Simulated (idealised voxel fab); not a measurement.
process module | voxel wiring stack
cross-section cut | 215 nm wide | cells 5 nm
A cross-section is a grid of square cells, given in bands from the top down. A band is one or more rows of cells.
Each band's line starts with the height of the band's top and of its bottom, in nm. Then come its materials from left to right, each with its width in nm. One material with "throughout" fills the band from edge to edge. "air" is empty space.
Height 0 is the level under which the wafer as received is all one material. The lowest band goes on downwards, as in "0 down".
A width such as "30 to 40" changes by the same amount from each row of cells to the next, from the band's top row to its bottom row.
"no change" after a step means that no cell of the cross-section changed.
closed voids: empty space of 8 cells or more with no open way to the top, each as width x height at its distance from the left edge, in nm
after a step's settings: what the simulator itself notes on the step
overlay nm, on a step with a mask: how far to the right of its planned place the mask lay; to the left if negative
plan
1 op RECEIVE | material Si
2 op CONFORMAL_DEP | material SiO2 | thk nm 15
3 op CONFORMAL_DEP | material SiCN | thk nm 5
4 op DIRECTIONAL_DEP | material SiO2 | thk nm 25
5 op PATTERN | tone open | mask id METAL_1 | material resist | width nm 20 | pitch nm 45 | thk nm 15 | overlay nm 0
6 op DIRECTIONAL_ETCH | etch materials SiO2 | depth nm 25
7 op DIRECTIONAL_ETCH | etch materials SiCN | depth nm 5
8 op STRIP | etch materials resist
9 op CONFORMAL_DEP | material TiN | thk nm 5
10 op FILL_DEP | material W | thk nm 10
11 op CMP | height nm 45
12 op CONFORMAL_DEP | material SiCN | thk nm 5
13 op DIRECTIONAL_DEP | material lowk | thk nm 10
14 op PATTERN | tone open | mask id PLUG_1 | material resist | width nm 15 | pitch nm 90 | thk nm 20 | overlay nm 0
15 op DIRECTIONAL_ETCH | etch materials lowk | depth nm 10
16 op DIRECTIONAL_ETCH | etch materials SiCN | depth nm 5
17 op STRIP | etch materials resist
18 op CONFORMAL_DEP | material TiN | thk nm 5
19 op FILL_DEP | material Cu | thk nm 5
20 op CMP | height nm 60
21 op CONFORMAL_DEP | material SiCN | thk nm 5
22 op DIRECTIONAL_DEP | material lowk | thk nm 20
23 op DIRECTIONAL_DEP | material aC | thk nm 15
24 op PATTERN | tone open | mask id METAL_2 | material resist | width nm 20 | pitch nm 45 | thk nm 30 | overlay nm 0
25 op DIRECTIONAL_ETCH | etch materials aC | depth nm 15
26 op STRIP | etch materials resist
27 op DIRECTIONAL_ETCH | etch materials lowk | depth nm 20
28 op DIRECTIONAL_ETCH | etch materials SiCN | depth nm 5
29 op STRIP | etch materials aC
30 op CONFORMAL_DEP | material TiN | thk nm 5
31 op FILL_DEP | material Ru | thk nm 10
32 op CMP | height nm 85
33 op CONFORMAL_DEP | material SiCN | thk nm 5
34 op DIRECTIONAL_DEP | material SiO2 | thk nm 30
35 op PATTERN | tone open | mask id METAL_3 | material resist | width nm 20 | pitch nm 45 | thk nm 20 | overlay nm 0
36 op DIRECTIONAL_ETCH | etch materials SiO2 | depth nm 20
37 op STRIP | etch materials resist
38 op MASKED_ETCH | tone open | mask id METAL_3_HOLES | width nm 15 | pitch nm 90 | etch materials SiO2 | depth nm 10 | overlay nm 0
39 op MASKED_ETCH | tone open | mask id METAL_3_HOLES | width nm 15 | pitch nm 90 | etch materials SiCN | depth nm 5 | overlay nm 0
40 op CONFORMAL_DEP | material TiN | thk nm 5
41 op FILL_DEP | material Cu | thk nm 5
42 op CMP | height nm 120
43 op CONFORMAL_DEP | material SiCN | thk nm 5
as received, after step 1
  0 down: Si throughout
  closed voids: none
a wafer at the end: this start, this plan, one mistake
  125 to 120: SiCN throughout
  120 to 105: SiO2 50 | TiN 5 | Cu 10 | TiN 5 | SiO2 25 | TiN 5 | Cu 10 | TiN 5 | SiO2 25 | TiN 5 | Cu 10 | TiN 5 | SiO2 55
  105 to 100: SiO2 50 | TiN 5 | Cu 5 | TiN 10 | SiO2 25 | TiN 20 | SiO2 25 | TiN 5 | Cu 5 | TiN 10 | SiO2 55
  100 to 90: SiO2 50 | TiN 5 | Cu 5 | TiN 5 | SiO2 75 | TiN 5 | Cu 5 | TiN 5 | SiO2 60
  90 to 85: SiCN 50 | TiN 15 | SiCN 75 | TiN 15 | SiCN 60
  85 to 65: lowk 50 | TiN 5 | Ru 10 | TiN 5 | lowk 25 | TiN 5 | Ru 10 | TiN 5 | lowk 25 | TiN 5 | Ru 10 | TiN 5 | lowk 55
  65 to 60: SiCN 50 | TiN 20 | SiCN 25 | TiN 20 | SiCN 25 | TiN 20 | SiCN 55
  60 to 50: lowk 50 | TiN 5 | Cu 5 | TiN 5 | lowk 75 | TiN 5 | Cu 5 | TiN 5 | lowk 60
  50 to 45: SiCN 50 | TiN 15 | SiCN 75 | TiN 15 | SiCN 60
  45 to 35: SiO2 50 | TiN 5 | W 10 | TiN 5 | SiO2 25 | TiN 5 | W 10 | TiN 5 | SiO2 25 | TiN 5 | W 10 | TiN 5 | SiO2 55
  35 to 30: SiCN 50 | TiN 20 | SiCN 25 | TiN 20 | SiCN 25 | TiN 20 | SiCN 55
  30 to 0: SiO2 throughout
  0 down: Si throughout
  closed voids: none
what went wrong: step 2 was run twice
